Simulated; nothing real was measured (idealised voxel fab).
Title: Process Module voxel gate over fins
Displayed cross-section: cut, width of 215 nm, square cells sized 5 nm.
Cross-section spec: square-cell grid; bands listed top down; each band is one or more rows. Within each band entry, the heights of the top and of the bottom of the band appear first, in that order and in nm; the materials of the band then follow from left to right, each with its corresponding width in nm. The designation "full width" on a single material indicates that it fills the band from edge to edge; the designation "blank" indicates empty space. A quick word on heights: they are counted from 0, and under that level the wafer as it came to us is one material throughout. The lowest band is different from the rest in having no bottom; it simply continues downward, written as in "top 0, no bottom". Width "30..40": first value at the band's top row of cells, second value at its bottom row, equal change from row to row. For the purposes of this document, the phrase "no modification" attached to a step denotes that no cell within the cross-section was modified by that step. Under "Trapped cavities" you'll find the enclosed gaps, the ones with no way out to the top, that are 8 cells or bigger; each reads width x height at distance, with distance counted from the left edge, everything in nm. Step line, after settings: the simulator's comment on this step. If you see "overlay nm" on a step's line and that step has a mask, it's telling you how far right of where it was planned the mask ended up; a negative number means it went left instead.
### Set out below are the planned steps of the process
1,RECEIVE: material Si
2,CONFORMAL_DEP: material SiN, thk nm 5
3,MASKED_ETCH: tone cover, mask id FINS, width nm 15, pitch nm 60, etch materials SiN, depth nm 5, overlay nm 0
4,MASKED_ETCH: tone cover, mask id FINS, width nm 15, pitch nm 60, etch materials Si, depth nm 30, overlay nm 0
5,FILL_DEP: material SiO2, thk nm 5
6,CMP: height nm 5
7,MASKED_ETCH: tone open, mask id RAIL, width nm 15, etch materials SiO2, depth nm 30, overlay nm 0
8,CONFORMAL_DEP: material TiN, thk nm 5
9,FILL_DEP: material W, thk nm 5
10,CMP: height nm 5
11,SELECTIVE_ETCH: etch materials W Ru TiN, depth nm 25
12,FILL_DEP: material SiO2, thk nm 5
13,CMP: height nm 5
14,SELECTIVE_ETCH: etch materials SiO2, depth nm 15
15,STRIP: etch materials SiN
16,CONFORMAL_DEP: material HfO2, thk nm 5
17,CONFORMAL_DEP: material TiN, thk nm 5
18,CONFORMAL_DEP: material TiAl, thk nm 5
19,CONFORMAL_DEP: material TiN, thk nm 5
20,FILL_DEP: material W, thk nm 10
21,CMP: height nm 25
22,CONFORMAL_DEP: material SiN, thk nm 5
### Account of the first of two wafers, which was processed as intended
### Wafer at receipt (post step 1), cross-section
> top 0, no bottom: Si full width
> Trapped cavities: none
### The wafer in cross-section once step 2 is complete
> top 5, bottom 0: SiN full width
> All layers under 0 are left as they were.
### The wafer in cross-section once step 3 is complete
> top 5, bottom 0: blank 70 nm, then SiN 15 nm, then blank 45 nm, then SiN 15 nm, then blank 70 nm
> All layers under 0 are left as they were.
### The wafer in cross-section once step 4 is complete
> top 5, bottom 0: blank 70 nm, then SiN 15 nm, then blank 45 nm, then SiN 15 nm, then blank 70 nm
> top 0, bottom -30: blank 70 nm, then Si 15 nm, then blank 45 nm, then Si 15 nm, then blank 70 nm
> All layers under -30 are left as they were.
### The wafer in cross-section once step 5 is complete
> top 10, bottom 5: SiO2 full width
> top 5, bottom 0: SiO2 70 nm, then SiN 15 nm, then SiO2 45 nm, then SiN 15 nm, then SiO2 70 nm
> top 0, bottom -30: SiO2 70 nm, then Si 15 nm, then SiO2 45 nm, then Si 15 nm, then SiO2 70 nm
> All layers under -30 are left as they were.
### The wafer in cross-section once step 6 is complete
> top 5, bottom 0: SiO2 70 nm, then SiN 15 nm, then SiO2 45 nm, then SiN 15 nm, then SiO2 70 nm
> All layers under 0 are left as they were.
### The wafer in cross-section once step 7 is complete
> top 5, bottom 0: SiO2 70 nm, then SiN 15 nm, then SiO2 15 nm, then blank 15 nm, then SiO2 15 nm, then SiN 15 nm, then SiO2 70 nm
> top 0, bottom -25: SiO2 70 nm, then Si 15 nm, then SiO2 15 nm, then blank 15 nm, then SiO2 15 nm, then Si 15 nm, then SiO2 70 nm
> All layers under -25 are left as they were.
### The wafer in cross-section once step 8 is complete
> top 10, bottom 5: TiN 105 nm, then blank 5 nm, then TiN 105 nm
> top 5, bottom 0: SiO2 70 nm, then SiN 15 nm, then SiO2 15 nm, then TiN 5 nm, then blank 5 nm, then TiN 5 nm, then SiO2 15 nm, then SiN 15 nm, then SiO2 70 nm
> top 0, bottom -20: SiO2 70 nm, then Si 15 nm, then SiO2 15 nm, then TiN 5 nm, then blank 5 nm, then TiN 5 nm, then SiO2 15 nm, then Si 15 nm, then SiO2 70 nm
> top -20, bottom -25: SiO2 70 nm, then Si 15 nm, then SiO2 15 nm, then TiN 15 nm, then SiO2 15 nm, then Si 15 nm, then SiO2 70 nm
> All layers under -25 are left as they were.
### The wafer in cross-section once step 9 is complete
> top 15, bottom 10: W full width
> top 10, bottom 5: TiN 105 nm, then W 5 nm, then TiN 105 nm
> top 5, bottom 0: SiO2 70 nm, then SiN 15 nm, then SiO2 15 nm, then TiN 5 nm, then W 5 nm, then TiN 5 nm, then SiO2 15 nm, then SiN 15 nm, then SiO2 70 nm
> top 0, bottom -20: SiO2 70 nm, then Si 15 nm, then SiO2 15 nm, then TiN 5 nm, then W 5 nm, then TiN 5 nm, then SiO2 15 nm, then Si 15 nm, then SiO2 70 nm
> All layers under -20 are left as they were.
### The wafer in cross-section once step 10 is complete
> top 5, bottom 0: SiO2 70 nm, then SiN 15 nm, then SiO2 15 nm, then TiN 5 nm, then W 5 nm, then TiN 5 nm, then SiO2 15 nm, then SiN 15 nm, then SiO2 70 nm
> All layers under 0 are left as they were.
### The wafer in cross-section once step 11 is complete
> top 5, bottom 0: SiO2 70 nm, then SiN 15 nm, then SiO2 15 nm, then blank 15 nm, then SiO2 15 nm, then SiN 15 nm, then SiO2 70 nm
> top 0, bottom -20: SiO2 70 nm, then Si 15 nm, then SiO2 15 nm, then blank 15 nm, then SiO2 15 nm, then Si 15 nm, then SiO2 70 nm
> All layers under -20 are left as they were.
### The wafer in cross-section once step 12 is complete
> top 10, bottom 5: SiO2 full width
> top 5, bottom 0: SiO2 70 nm, then SiN 15 nm, then SiO2 45 nm, then SiN 15 nm, then SiO2 70 nm
> top 0, bottom -20: SiO2 70 nm, then Si 15 nm, then SiO2 45 nm, then Si 15 nm, then SiO2 70 nm
> All layers under -20 are left as they were.
### The wafer in cross-section once step 13 is complete
> top 5, bottom 0: SiO2 70 nm, then SiN 15 nm, then SiO2 45 nm, then SiN 15 nm, then SiO2 70 nm
> All layers under 0 are left as they were.
### The wafer in cross-section once step 14 is complete
> top 5, bottom 0: blank 70 nm, then SiN 15 nm, then blank 45 nm, then SiN 15 nm, then blank 70 nm
> top 0, bottom -10: blank 70 nm, then Si 15 nm, then blank 45 nm, then Si 15 nm, then blank 70 nm
> All layers under -10 are left as they were.
### The wafer in cross-section once step 15 is complete
> top 0, bottom -10: blank 70 nm, then Si 15 nm, then blank 45 nm, then Si 15 nm, then blank 70 nm
> All layers under -10 are left as they were.
### The wafer in cross-section once step 16 is complete
> top 5, bottom 0: blank 65 nm, then HfO2 25 nm, then blank 35 nm, then HfO2 25 nm, then blank 65 nm
> top 0, bottom -5: blank 65 nm, then HfO2 5 nm, then Si 15 nm, then HfO2 5 nm, then blank 35 nm, then HfO2 5 nm, then Si 15 nm, then HfO2 5 nm, then blank 65 nm
> top -5, bottom -10: HfO2 70 nm, then Si 15 nm, then HfO2 45 nm, then Si 15 nm, then HfO2 70 nm
> All layers under -10 are left as they were.
### The wafer in cross-section once step 17 is complete
> top 10, bottom 5: blank 60 nm, then TiN 35 nm, then blank 25 nm, then TiN 35 nm, then blank 60 nm
> top 5, bottom 0: blank 60 nm, then TiN 5 nm, then HfO2 25 nm, then TiN 5 nm, then blank 25 nm, then TiN 5 nm, then HfO2 25 nm, then TiN 5 nm, then blank 60 nm
> top 0, bottom -5: TiN 65 nm, then HfO2 5 nm, then Si 15 nm, then HfO2 5 nm, then TiN 35 nm, then HfO2 5 nm, then Si 15 nm, then HfO2 5 nm, then TiN 65 nm
> All layers under -5 are left as they were.
### The wafer in cross-section once step 18 is complete
> top 15, bottom 10: blank 55 nm, then TiAl 45 nm, then blank 15 nm, then TiAl 45 nm, then blank 55 nm
> top 10, bottom 5: blank 55 nm, then TiAl 5 nm, then TiN 35 nm, then TiAl 5 nm, then blank 15 nm, then TiAl 5 nm, then TiN 35 nm, then TiAl 5 nm, then blank 55 nm
> top 5, bottom 0: TiAl 60 nm, then TiN 5 nm, then HfO2 25 nm, then TiN 5 nm, then TiAl 25 nm, then TiN 5 nm, then HfO2 25 nm, then TiN 5 nm, then TiAl 60 nm
> All layers under 0 are left as they were.
### The wafer in cross-section once step 19 is complete
> top 20, bottom 15: blank 50 nm, then TiN 55 nm, then blank 5 nm, then TiN 55 nm, then blank 50 nm
> top 15, bottom 10: blank 50 nm, then TiN 5 nm, then TiAl 45 nm, then TiN 5 nm, then blank 5 nm, then TiN 5 nm, then TiAl 45 nm, then TiN 5 nm, then blank 50 nm
> top 10, bottom 5: TiN 55 nm, then TiAl 5 nm, then TiN 35 nm, then TiAl 5 nm, then TiN 15 nm, then TiAl 5 nm, then TiN 35 nm, then TiAl 5 nm, then TiN 55 nm
> All layers under 5 are left as they were.
### The wafer in cross-section once step 20 is complete
> top 30, bottom 20: W full width
> top 20, bottom 15: W 50 nm, then TiN 55 nm, then W 5 nm, then TiN 55 nm, then W 50 nm
> top 15, bottom 10: W 50 nm, then TiN 5 nm, then TiAl 45 nm, then TiN 5 nm, then W 5 nm, then TiN 5 nm, then TiAl 45 nm, then TiN 5 nm, then W 50 nm
> All layers under 10 are left as they were.
### The wafer in cross-section once step 21 is complete
> top 25, bottom 20: W full width
> All layers under 20 are left as they were.
### The wafer in cross-section once step 22 is complete
> top 30, bottom 25: SiN full width
> All layers under 25 are left as they were.
### The remaining wafer, second of the two, started like the first and was run to the same plan, except that one mistake was made along the way; the two coincide through step 6, inclusive
### Cross-section of the second wafer corresponding to the planned conclusion of step 7
> top 5, bottom 0: blank 70 nm, then SiN 15 nm, then blank 15 nm, then SiO2 15 nm, then blank 15 nm, then SiN 15 nm, then blank 70 nm
> top 0, bottom -25: blank 70 nm, then Si 15 nm, then blank 15 nm, then SiO2 15 nm, then blank 15 nm, then Si 15 nm, then blank 70 nm
> All layers under -25 are left as they were.
### Cross-section of the second wafer corresponding to the planned conclusion of step 8
> top 10, bottom 5: blank 65 nm, then TiN 25 nm, then blank 5 nm, then TiN 25 nm, then blank 5 nm, then TiN 25 nm, then blank 65 nm
> top 5, bottom 0: blank 65 nm, then TiN 5 nm, then SiN 15 nm, then TiN 5 nm, then blank 5 nm, then TiN 5 nm, then SiO2 15 nm, then TiN 5 nm, then blank 5 nm, then TiN 5 nm, then SiN 15 nm, then TiN 5 nm, then blank 65 nm
> top 0, bottom -20: blank 65 nm, then TiN 5 nm, then Si 15 nm, then TiN 5 nm, then blank 5 nm, then TiN 5 nm, then SiO2 15 nm, then TiN 5 nm, then blank 5 nm, then TiN 5 nm, then Si 15 nm, then TiN 5 nm, then blank 65 nm
> top -20, bottom -25: TiN 70 nm, then Si 15 nm, then TiN 15 nm, then SiO2 15 nm, then TiN 15 nm, then Si 15 nm, then TiN 70 nm
> All layers under -25 are left as they were.
### Cross-section of the second wafer corresponding to the planned conclusion of step 9
> top 15, bottom 10: W full width
> top 10, bottom 5: W 65 nm, then TiN 25 nm, then W 5 nm, then TiN 25 nm, then W 5 nm, then TiN 25 nm, then W 65 nm
> top 5, bottom 0: W 65 nm, then TiN 5 nm, then SiN 15 nm, then TiN 5 nm, then W 5 nm, then TiN 5 nm, then SiO2 15 nm, then TiN 5 nm, then W 5 nm, then TiN 5 nm, then SiN 15 nm, then TiN 5 nm, then W 65 nm
> top 0, bottom -20: W 65 nm, then TiN 5 nm, then Si 15 nm, then TiN 5 nm, then W 5 nm, then TiN 5 nm, then SiO2 15 nm, then TiN 5 nm, then W 5 nm, then TiN 5 nm, then Si 15 nm, then TiN 5 nm, then W 65 nm
> All layers under -20 are left as they were.
### Cross-section of the second wafer corresponding to the planned conclusion of step 10
> top 5, bottom 0: W 65 nm, then TiN 5 nm, then SiN 15 nm, then TiN 5 nm, then W 5 nm, then TiN 5 nm, then SiO2 15 nm, then TiN 5 nm, then W 5 nm, then TiN 5 nm, then SiN 15 nm, then TiN 5 nm, then W 65 nm
> All layers under 0 are left as they were.
### Cross-section of the second wafer corresponding to the planned conclusion of step 11
> top 5, bottom 0: blank 70 nm, then SiN 15 nm, then blank 15 nm, then SiO2 15 nm, then blank 15 nm, then SiN 15 nm, then blank 70 nm
> top 0, bottom -20: blank 70 nm, then Si 15 nm, then blank 15 nm, then SiO2 15 nm, then blank 15 nm, then Si 15 nm, then blank 70 nm
> All layers under -20 are left as they were.
### Cross-section of the second wafer corresponding to the planned conclusion of step 12
> top 10, bottom 5: SiO2 full width
> top 5, bottom 0: SiO2 70 nm, then SiN 15 nm, then SiO2 45 nm, then SiN 15 nm, then SiO2 70 nm
> top 0, bottom -20: SiO2 70 nm, then Si 15 nm, then SiO2 45 nm, then Si 15 nm, then SiO2 70 nm
> All layers under -20 are left as they were.
### Cross-section of the second wafer corresponding to the planned conclusion of step 13
> top 5, bottom 0: SiO2 70 nm, then SiN 15 nm, then SiO2 45 nm, then SiN 15 nm, then SiO2 70 nm
> All layers under 0 are left as they were.
### Cross-section of the second wafer corresponding to the planned conclusion of step 14
> top 5, bottom 0: blank 70 nm, then SiN 15 nm, then blank 45 nm, then SiN 15 nm, then blank 70 nm
> top 0, bottom -10: blank 70 nm, then Si 15 nm, then blank 45 nm, then Si 15 nm, then blank 70 nm
> All layers under -10 are left as they were.
### Cross-section of the second wafer corresponding to the planned conclusion of step 15
> top 0, bottom -10: blank 70 nm, then Si 15 nm, then blank 45 nm, then Si 15 nm, then blank 70 nm
> All layers under -10 are left as they were.
### Cross-section of the second wafer corresponding to the planned conclusion of step 16
> top 5, bottom 0: blank 65 nm, then HfO2 25 nm, then blank 35 nm, then HfO2 25 nm, then blank 65 nm
> top 0, bottom -5: blank 65 nm, then HfO2 5 nm, then Si 15 nm, then HfO2 5 nm, then blank 35 nm, then HfO2 5 nm, then Si 15 nm, then HfO2 5 nm, then blank 65 nm
> top -5, bottom -10: HfO2 70 nm, then Si 15 nm, then HfO2 45 nm, then Si 15 nm, then HfO2 70 nm
> All layers under -10 are left as they were.
### Cross-section of the second wafer corresponding to the planned conclusion of step 17
> top 10, bottom 5: blank 60 nm, then TiN 35 nm, then blank 25 nm, then TiN 35 nm, then blank 60 nm
> top 5, bottom 0: blank 60 nm, then TiN 5 nm, then HfO2 25 nm, then TiN 5 nm, then blank 25 nm, then TiN 5 nm, then HfO2 25 nm, then TiN 5 nm, then blank 60 nm
> top 0, bottom -5: TiN 65 nm, then HfO2 5 nm, then Si 15 nm, then HfO2 5 nm, then TiN 35 nm, then HfO2 5 nm, then Si 15 nm, then HfO2 5 nm, then TiN 65 nm
> All layers under -5 are left as they were.
### Cross-section of the second wafer corresponding to the planned conclusion of step 18
> top 15, bottom 10: blank 55 nm, then TiAl 45 nm, then blank 15 nm, then TiAl 45 nm, then blank 55 nm
> top 10, bottom 5: blank 55 nm, then TiAl 5 nm, then TiN 35 nm, then TiAl 5 nm, then blank 15 nm, then TiAl 5 nm, then TiN 35 nm, then TiAl 5 nm, then blank 55 nm
> top 5, bottom 0: TiAl 60 nm, then TiN 5 nm, then HfO2 25 nm, then TiN 5 nm, then TiAl 25 nm, then TiN 5 nm, then HfO2 25 nm, then TiN 5 nm, then TiAl 60 nm
> All layers under 0 are left as they were.
### Cross-section of the second wafer corresponding to the planned conclusion of step 19
> top 20, bottom 15: blank 50 nm, then TiN 55 nm, then blank 5 nm, then TiN 55 nm, then blank 50 nm
> top 15, bottom 10: blank 50 nm, then TiN 5 nm, then TiAl 45 nm, then TiN 5 nm, then blank 5 nm, then TiN 5 nm, then TiAl 45 nm, then TiN 5 nm, then blank 50 nm
> top 10, bottom 5: TiN 55 nm, then TiAl 5 nm, then TiN 35 nm, then TiAl 5 nm, then TiN 15 nm, then TiAl 5 nm, then TiN 35 nm, then TiAl 5 nm, then TiN 55 nm
> All layers under 5 are left as they were.
### Cross-section of the second wafer corresponding to the planned conclusion of step 20
> top 30, bottom 20: W full width
> top 20, bottom 15: W 50 nm, then TiN 55 nm, then W 5 nm, then TiN 55 nm, then W 50 nm
> top 15, bottom 10: W 50 nm, then TiN 5 nm, then TiAl 45 nm, then TiN 5 nm, then W 5 nm, then TiN 5 nm, then TiAl 45 nm, then TiN 5 nm, then W 50 nm
> All layers under 10 are left as they were.
### Cross-section of the second wafer corresponding to the planned conclusion of step 21
> top 25, bottom 20: W full width
> All layers under 20 are left as they were.
### Cross-section of the second wafer corresponding to the planned conclusion of step 22
> top 30, bottom 25: SiN full width
> All layers under 25 are left as they were.
Finding, execution versus plan: step 7 ran with different settings than intended, the actual operation and settings being MASKED_ETCH: tone cover, mask id RAIL, width nm 15, etch materials SiO2, depth nm 30, overlay nm 0
Final difference in cells, second wafer against first, listed per material as more or fewer: -31 SiO2, +31 TiN
